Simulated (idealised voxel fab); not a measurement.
process module | voxel capacitor over wiring
cross-section cut | 220 nm wide | cells 5 nm
A cross-section is a grid of square cells, given in bands from the top down. A band is one or more rows of cells.
Each band's line starts with the height of the band's top and of its bottom, in nm. Then come its materials from left to right, each with its width in nm. One material with "throughout" fills the band from edge to edge. "air" is empty space.
Height 0 is the level under which the wafer as received is all one material. The lowest band goes on downwards, as in "0 down".
A width such as "30 to 40" changes by the same amount from each row of cells to the next, from the band's top row to its bottom row.
"no change" after a step means that no cell of the cross-section changed.
closed voids: empty space of 8 cells or more with no open way to the top, each as width x height at its distance from the left edge, in nm
after a step's settings: what the simulator itself notes on the step
overlay nm, on a step with a mask: how far to the right of its planned place the mask lay; to the left if negative
plan
1 op RECEIVE | material Si
2 op CONFORMAL_DEP | material SiO2 | thk nm 10
3 op CONFORMAL_DEP | material SiN | thk nm 5
4 op DIRECTIONAL_DEP | material SiO2 | thk nm 15
5 op PATTERN | tone open | mask id METAL_1 | material resist | width nm 20 | pitch nm 90 | thk nm 20 | overlay nm 0
6 op DIRECTIONAL_ETCH | etch materials SiO2 | depth nm 15
7 op DIRECTIONAL_ETCH | etch materials SiN | depth nm 5
8 op STRIP | etch materials resist
9 op CONFORMAL_DEP | material TiN | thk nm 5
10 op FILL_DEP | material Ru | thk nm 5
11 op CMP | height nm 30
12 op EPI | material Ru | thk nm 5
13 op FILL_DEP | material SiCN | thk nm 5
14 op DIRECTIONAL_DEP | material lowk | thk nm 20
15 op MASKED_ETCH | tone open | mask id PLUG_1 | width nm 15 | etch materials lowk | depth nm 20 | overlay nm 0
16 op MASKED_ETCH | tone open | mask id PLUG_1 | width nm 15 | etch materials SiCN | depth nm 5 | overlay nm 0
17 op CONFORMAL_DEP | material TiN | thk nm 5
18 op FILL_DEP | material Cu | thk nm 10
19 op CMP | height nm 60
20 op DIRECTIONAL_DEP | material TiN | thk nm 10
21 op DIRECTIONAL_DEP | material SiN | thk nm 5
22 op DIRECTIONAL_DEP | material TiN | thk nm 5
23 op PATTERN | tone cover | mask id UPPER_PLATE | material resist | width nm 75 | thk nm 15 | overlay nm 0
24 op DIRECTIONAL_ETCH | etch materials TiN | depth nm 5
25 op DIRECTIONAL_ETCH | etch materials SiN | depth nm 5
26 op STRIP | etch materials resist
27 op DIRECTIONAL_DEP | material aC | thk nm 10
28 op PATTERN | tone cover | mask id LOWER_PLATE | material resist | width nm 85 | thk nm 25 | overlay nm 0
29 op DIRECTIONAL_ETCH | etch materials aC | depth nm 10
30 op STRIP | etch materials resist
31 op DIRECTIONAL_ETCH | etch materials TiN | depth nm 10
32 op STRIP | etch materials aC
33 op FILL_DEP | material SiO2 | thk nm 20
34 op CMP | height nm 95
35 op PATTERN | tone open | mask id PLUG_2 | material resist | width nm 15 | thk nm 15 | overlay nm 0
36 op DIRECTIONAL_ETCH | etch materials SiO2 | depth nm 15
37 op STRIP | etch materials resist
38 op CONFORMAL_DEP | material TiN | thk nm 5
39 op FILL_DEP | material Cu | thk nm 10
40 op CMP | height nm 95
41 op CONFORMAL_DEP | material SiN | thk nm 5
first wafer, as planned
as received, after step 1
  0 down: Si throughout
  closed voids: none
after step 2
  10 to 0: SiO2 throughout
  below 0: unchanged
after step 3
  15 to 10: SiN throughout
  below 10: unchanged
after step 4
  30 to 15: SiO2 throughout
  below 15: unchanged
after step 5
  50 to 30: resist 55 | air 20 | resist 70 | air 20 | resist 55
  below 30: unchanged
after step 6
  50 to 30: resist 55 | air 20 | resist 70 | air 20 | resist 55
  30 to 15: SiO2 55 | air 20 | SiO2 70 | air 20 | SiO2 55
  below 15: unchanged
after step 7
  50 to 30: resist 55 | air 20 | resist 70 | air 20 | resist 55
  30 to 15: SiO2 55 | air 20 | SiO2 70 | air 20 | SiO2 55
  15 to 10: SiN 55 | air 20 | SiN 70 | air 20 | SiN 55
  below 10: unchanged
after step 8
  30 to 15: SiO2 55 | air 20 | SiO2 70 | air 20 | SiO2 55
  below 15: unchanged
after step 9
  35 to 30: TiN 60 | air 10 | TiN 80 | air 10 | TiN 60
  30 to 15: SiO2 55 | TiN 5 | air 10 | TiN 5 | SiO2 70 | TiN 5 | air 10 | TiN 5 | SiO2 55
  15 to 10: SiN 55 | TiN 20 | SiN 70 | TiN 20 | SiN 55
  below 10: unchanged
after step 10
  40 to 35: Ru throughout
  35 to 30: TiN 60 | Ru 10 | TiN 80 | Ru 10 | TiN 60
  30 to 15: SiO2 55 | TiN 5 | Ru 10 | TiN 5 | SiO2 70 | TiN 5 | Ru 10 | TiN 5 | SiO2 55
  below 15: unchanged
after step 11
  30 to 15: SiO2 55 | TiN 5 | Ru 10 | TiN 5 | SiO2 70 | TiN 5 | Ru 10 | TiN 5 | SiO2 55
  below 15: unchanged
after step 12
  35 to 30: air 50 | Ru 30 | air 60 | Ru 30 | air 50
  below 30: unchanged
after step 13
  40 to 35: SiCN throughout
  35 to 30: SiCN 50 | Ru 30 | SiCN 60 | Ru 30 | SiCN 50
  below 30: unchanged
after step 14
  60 to 40: lowk throughout
  below 40: unchanged
after step 15
  60 to 40: lowk 60 | air 15 | lowk 145
  below 40: unchanged
after step 16
  60 to 40: lowk 60 | air 15 | lowk 145
  40 to 35: SiCN 60 | air 15 | SiCN 145
  below 35: unchanged
after step 17
  65 to 60: TiN 65 | air 5 | TiN 150
  60 to 40: lowk 60 | TiN 5 | air 5 | TiN 5 | lowk 145
  40 to 35: SiCN 60 | TiN 15 | SiCN 145
  below 35: unchanged
after step 18
  75 to 65: Cu throughout
  65 to 60: TiN 65 | Cu 5 | TiN 150
  60 to 40: lowk 60 | TiN 5 | Cu 5 | TiN 5 | lowk 145
  below 40: unchanged
after step 19
  60 to 40: lowk 60 | TiN 5 | Cu 5 | TiN 5 | lowk 145
  below 40: unchanged
after step 20
  70 to 60: TiN throughout
  below 60: unchanged
after step 21
  75 to 70: SiN throughout
  below 70: unchanged
after step 22
  80 to 75: TiN throughout
  below 75: unchanged
after step 23
  95 to 80: air 60 | resist 75 | air 85
  below 80: unchanged
after step 24
  95 to 80: air 60 | resist 75 | air 85
  80 to 75: air 60 | TiN 75 | air 85
  below 75: unchanged
after step 25
  95 to 80: air 60 | resist 75 | air 85
  80 to 75: air 60 | TiN 75 | air 85
  75 to 70: air 60 | SiN 75 | air 85
  below 70: unchanged
after step 26
  80 to 75: air 60 | TiN 75 | air 85
  below 75: unchanged
after step 27
  90 to 80: air 60 | aC 75 | air 85
  80 to 75: aC 60 | TiN 75 | aC 85
  75 to 70: aC 60 | SiN 75 | aC 85
  below 70: unchanged
after step 28
  115 to 90: air 55 | resist 85 | air 80
  90 to 80: air 55 | resist 5 | aC 75 | resist 5 | air 80
  below 80: unchanged
after step 29
  105 to 90: air 55 | resist 85 | air 80
  90 to 80: air 55 | resist 5 | aC 75 | resist 5 | air 80
  80 to 75: air 55 | aC 5 | TiN 75 | aC 5 | air 80
  75 to 70: air 55 | aC 5 | SiN 75 | aC 5 | air 80
  below 70: unchanged
after step 30
  90 to 80: air 60 | aC 75 | air 85
  below 80: unchanged
after step 31
  90 to 80: air 60 | aC 75 | air 85
  80 to 75: air 55 | aC 5 | TiN 75 | aC 5 | air 80
  75 to 70: air 55 | aC 5 | SiN 75 | aC 5 | air 80
  70 to 60: air 55 | TiN 85 | air 80
  below 60: unchanged
after step 32
  80 to 75: air 60 | TiN 75 | air 85
  75 to 70: air 60 | SiN 75 | air 85
  below 70: unchanged
after step 33
  100 to 80: SiO2 throughout
  80 to 75: SiO2 60 | TiN 75 | SiO2 85
  75 to 70: SiO2 60 | SiN 75 | SiO2 85
  70 to 60: SiO2 55 | TiN 85 | SiO2 80
  below 60: unchanged
after step 34
  95 to 80: SiO2 throughout
  below 80: unchanged
after step 35
  110 to 95: resist 70 | air 15 | resist 135
  below 95: unchanged
after step 36
  110 to 95: resist 70 | air 15 | resist 135
  95 to 80: SiO2 70 | air 15 | SiO2 135
  below 80: unchanged
after step 37
  95 to 80: SiO2 70 | air 15 | SiO2 135
  below 80: unchanged
after step 38
  100 to 95: TiN 75 | air 5 | TiN 140
  95 to 85: SiO2 70 | TiN 5 | air 5 | TiN 5 | SiO2 135
  85 to 75: SiO2 70 to 60 | TiN 15 to 75 | SiO2 135 to 85
  below 75: unchanged
after step 39
  110 to 100: Cu throughout
  100 to 95: TiN 75 | Cu 5 | TiN 140
  95 to 85: SiO2 70 | TiN 5 | Cu 5 | TiN 5 | SiO2 135
  below 85: unchanged
after step 40
  95 to 85: SiO2 70 | TiN 5 | Cu 5 | TiN 5 | SiO2 135
  below 85: unchanged
after step 41
  100 to 95: SiN throughout
  below 95: unchanged
second wafer: like start, like plan, one mistake. Through step 36 it matches the first wafer
when step 37 should have ended
  95 to 80: SiO2 70 | air 15 | SiO2 135
  below 80: unchanged
when step 38 should have ended
  100 to 95: TiN 75 | air 5 | TiN 140
  95 to 85: SiO2 70 | TiN 5 | air 5 | TiN 5 | SiO2 135
  85 to 75: SiO2 70 to 60 | TiN 15 to 75 | SiO2 135 to 85
  below 75: unchanged
when step 39 should have ended
  110 to 100: Cu throughout
  100 to 95: TiN 75 | Cu 5 | TiN 140
  95 to 85: SiO2 70 | TiN 5 | Cu 5 | TiN 5 | SiO2 135
  below 85: unchanged
when step 40 should have ended
  95 to 85: SiO2 70 | TiN 5 | Cu 5 | TiN 5 | SiO2 135
  below 85: unchanged
when step 41 should have ended
  100 to 95: SiN throughout
  below 95: unchanged
what went wrong: step 37 was run twice
at the end the two cross-sections are the same: no effect in what this model computes
